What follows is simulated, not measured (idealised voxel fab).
process module | voxel self aligned contacts
cross-section cut | 180 nm wide | cells 5 nm
A cross-section is a grid of square cells, given in bands from the top down. A band is one or more rows of cells.
Each band's line starts with the height of the band's top and of its bottom, in nm. Then come its materials from left to right, each with its width in nm. One material with "throughout" fills the band from edge to edge. "air" is empty space.
Height 0 is the level under which the wafer as received is all one material. The lowest band goes on downwards, as in "0 down".
A width such as "30 to 40" changes by the same amount from each row of cells to the next, from the band's top row to its bottom row.
"no change" after a step means that no cell of the cross-section changed.
closed voids: empty space of 8 cells or more with no open way to the top, each as width x height at its distance from the left edge, in nm
after a step's settings: what the simulator itself notes on the step
overlay nm, on a step with a mask: how far to the right of its planned place the mask lay; to the left if negative
plan
1 op RECEIVE | material Si
2 op CONFORMAL_DEP | material SiO2 | thk nm 5
3 op DIRECTIONAL_DEP | material polySi | thk nm 25
4 op DIRECTIONAL_DEP | material SiN | thk nm 20
5 op PATTERN | tone cover | mask id GATE | material resist | width nm 35 | pitch nm 70 | thk nm 15 | overlay nm 0
6 op DIRECTIONAL_ETCH | etch materials SiN | depth nm 20
7 op DIRECTIONAL_ETCH | etch materials polySi | depth nm 25
8 op STRIP | etch materials resist
9 op CONFORMAL_DEP | material SiN | thk nm 5
10 op DIRECTIONAL_ETCH | etch materials SiN | depth nm 5
11 op FILL_DEP | material SiO2 | thk nm 15
12 op CMP | height nm 60
13 op MASKED_ETCH | tone open | mask id CONTACT | width nm 55 | etch materials SiO2 | depth nm 60 | overlay nm -15
14 op CONFORMAL_DEP | material TiN | thk nm 5
15 op FILL_DEP | material W | thk nm 5
16 op CMP | height nm 60
17 op CONFORMAL_DEP | material SiN | thk nm 5
varied across the wafers: overlay nm of step 13. The plan shows the first wafer's value. All wafers start alike
first wafer as received, after step 1
  0 down: Si throughout
  closed voids: none
first wafer at the end, after step 17
  65 to 60: SiN throughout
  60 to 50: SiO2 45 | TiN 5 to 35 | W 45 to 15 | TiN 5 | SiO2 80
  50 to 30: SiO2 30 | SiN 45 | TiN 5 | W 15 | TiN 5 | SiN 45 | SiO2 35
  30 to 5: SiO2 30 | SiN 5 | polySi 35 | SiN 5 | TiN 5 | W 15 | TiN 5 | SiN 5 | polySi 35 | SiN 5 | SiO2 35
  5 to 0: SiO2 75 | TiN 25 | SiO2 80
  0 down: Si throughout
  closed voids: none
last wafer at the end
  65 to 60: SiN throughout
  60 to 50: SiO2 75 | TiN 5 | W 45 to 15 | TiN 5 to 35 | SiO2 50
  50 to 30: SiO2 30 | SiN 45 | TiN 5 | W 15 | TiN 5 | SiN 45 | SiO2 35
  30 to 5: SiO2 30 | SiN 5 | polySi 35 | SiN 5 | TiN 5 | W 15 | TiN 5 | SiN 5 | polySi 35 | SiN 5 | SiO2 35
  5 to 0: SiO2 75 | TiN 25 | SiO2 80
  0 down: Si throughout
  closed voids: none
each wafer at the end: cells of each material gained (+) or lost (-) since it was received, then its closed voids
overlay nm -15 | +128 SiN | +198 SiO2 | +33 TiN | +39 W | +70 polySi | closed voids: none
overlay nm -10 | +128 SiN | +198 SiO2 | +33 TiN | +39 W | +70 polySi | closed voids: none
overlay nm -5 | +128 SiN | +198 SiO2 | +33 TiN | +39 W | +70 polySi | closed voids: none
overlay nm 0 | +128 SiN | +198 SiO2 | +33 TiN | +39 W | +70 polySi | closed voids: none
overlay nm 5 | +128 SiN | +198 SiO2 | +33 TiN | +39 W | +70 polySi | closed voids: none
overlay nm 10 | +128 SiN | +198 SiO2 | +33 TiN | +39 W | +70 polySi | closed voids: none
overlay nm 15 | +128 SiN | +198 SiO2 | +33 TiN | +39 W | +70 polySi | closed voids: none
